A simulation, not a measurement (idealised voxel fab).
process module | voxel self aligned vias
cross-section cut | 255 nm wide | cells 5 nm
A cross-section is a grid of square cells, given in bands from the top down. A band is one or more rows of cells.
Each band's line starts with the height of the band's top and of its bottom, in nm. Then come its materials from left to right, each with its width in nm. One material with "throughout" fills the band from edge to edge. "air" is empty space.
Height 0 is the level under which the wafer as received is all one material. The lowest band goes on downwards, as in "0 down".
A width such as "30 to 40" changes by the same amount from each row of cells to the next, from the band's top row to its bottom row.
"no change" after a step means that no cell of the cross-section changed.
closed voids: empty space of 8 cells or more with no open way to the top, each as width x height at its distance from the left edge, in nm
after a step's settings: what the simulator itself notes on the step
overlay nm, on a step with a mask: how far to the right of its planned place the mask lay; to the left if negative
plan
1 op RECEIVE | material Si
2 op CONFORMAL_DEP | material SiO2 | thk nm 10
3 op CONFORMAL_DEP | material SiCN | thk nm 5
4 op DIRECTIONAL_DEP | material SiO2 | thk nm 20
5 op DIRECTIONAL_DEP | material aC | thk nm 15
6 op PATTERN | tone open | mask id LINES | material resist | width nm 30 | pitch nm 55 | thk nm 35 | overlay nm 0
7 op DIRECTIONAL_ETCH | etch materials aC | depth nm 15
8 op STRIP | etch materials resist
9 op DIRECTIONAL_ETCH | etch materials SiO2 | depth nm 20
10 op STRIP | etch materials aC
11 op CONFORMAL_DEP | material TiN | thk nm 5
12 op FILL_DEP | material Ru | thk nm 5
13 op CMP | height nm 35
14 op SELECTIVE_ETCH | etch materials W Ru TiN | depth nm 5
15 op FILL_DEP | material SiN | thk nm 10
16 op CMP | height nm 35
17 op DIRECTIONAL_DEP | material SiO2 | thk nm 20
18 op PATTERN | tone open | mask id VIAS | material resist | width nm 40 | pitch nm 110 | thk nm 20 | overlay nm 0
19 op DIRECTIONAL_ETCH | etch materials SiO2 | depth nm 20
20 op DIRECTIONAL_ETCH | etch materials SiN | depth nm 5
21 op STRIP | etch materials resist
22 op CONFORMAL_DEP | material TiN | thk nm 5
23 op FILL_DEP | material W | thk nm 5
24 op CMP | height nm 55
25 op CONFORMAL_DEP | material SiCN | thk nm 5
varied across the wafers: thk nm of step 3. The plan shows the first wafer's value. All wafers start alike
first wafer as received, after step 1
  0 down: Si throughout
  closed voids: none
each wafer at the end: cells of each material gained (+) or lost (-) since it was received, then its closed voids
thk nm 5 | +24 Ru | +102 SiCN | +6 SiN | +374 SiO2 | +62 TiN | +44 W | closed voids: none
thk nm 10 | +12 Ru | +153 SiCN | +6 SiN | +341 SiO2 | +56 TiN | +44 W | closed voids: none
thk nm 15 | +204 SiCN | +6 SiN | +308 SiO2 | +50 TiN | +44 W | closed voids: none
thk nm 20 | +255 SiCN | +6 SiN | +275 SiO2 | +32 TiN | +44 W | closed voids: none
